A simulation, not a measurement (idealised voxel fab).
process module | voxel ribs on slabs
cross-section cut | 150 nm wide | cells 5 nm
A cross-section is a grid of square cells, given in bands from the top down. A band is one or more rows of cells.
Each band's line starts with the height of the band's top and of its bottom, in nm. Then come its materials from left to right, each with its width in nm. One material with "throughout" fills the band from edge to edge. "air" is empty space.
Height 0 is the level under which the wafer as received is all one material. The lowest band goes on downwards, as in "0 down".
A width such as "30 to 40" changes by the same amount from each row of cells to the next, from the band's top row to its bottom row.
"no change" after a step means that no cell of the cross-section changed.
closed voids: empty space of 8 cells or more with no open way to the top, each as width x height at its distance from the left edge, in nm
after a step's settings: what the simulator itself notes on the step
overlay nm, on a step with a mask: how far to the right of its planned place the mask lay; to the left if negative
plan
1 op RECEIVE | material Si
2 op DIRECTIONAL_DEP | material SiO2 | thk nm 25
3 op DIRECTIONAL_DEP | material polySi | thk nm 25
4 op MASKED_ETCH | tone cover | mask id RIB | width nm 20 | etch materials polySi | depth nm 5 | overlay nm 0
5 op MASKED_ETCH | tone cover | mask id SLAB | width nm 50 | etch materials polySi | depth nm 20 | overlay nm 0
6 op FILL_DEP | material SiO2 | thk nm 25
7 op CMP | height nm 65
8 op DIRECTIONAL_DEP | material W | thk nm 5
9 op DIRECTIONAL_DEP | material aC | thk nm 10
10 op PATTERN | tone cover | mask id HEATER | material resist | width nm 30 | thk nm 25 | overlay nm 0
11 op DIRECTIONAL_ETCH | etch materials aC | depth nm 10
12 op STRIP | etch materials resist
13 op DIRECTIONAL_ETCH | etch materials W | depth nm 5
14 op STRIP | etch materials aC
15 op CONFORMAL_DEP | material SiN | thk nm 5
as received, after step 1
  0 down: Si throughout
  closed voids: none
a wafer at the end: this start, this plan, one mistake
  75 to 70: air 55 | SiN 40 | air 55
  70 to 65: SiN 60 | W 30 | SiN 60
  65 to 50: SiO2 throughout
  50 to 25: aC throughout
  25 to 0: SiO2 throughout
  0 down: Si throughout
  closed voids: none
what went wrong: step 3 ran as: op DIRECTIONAL_DEP | material aC | thk nm 25
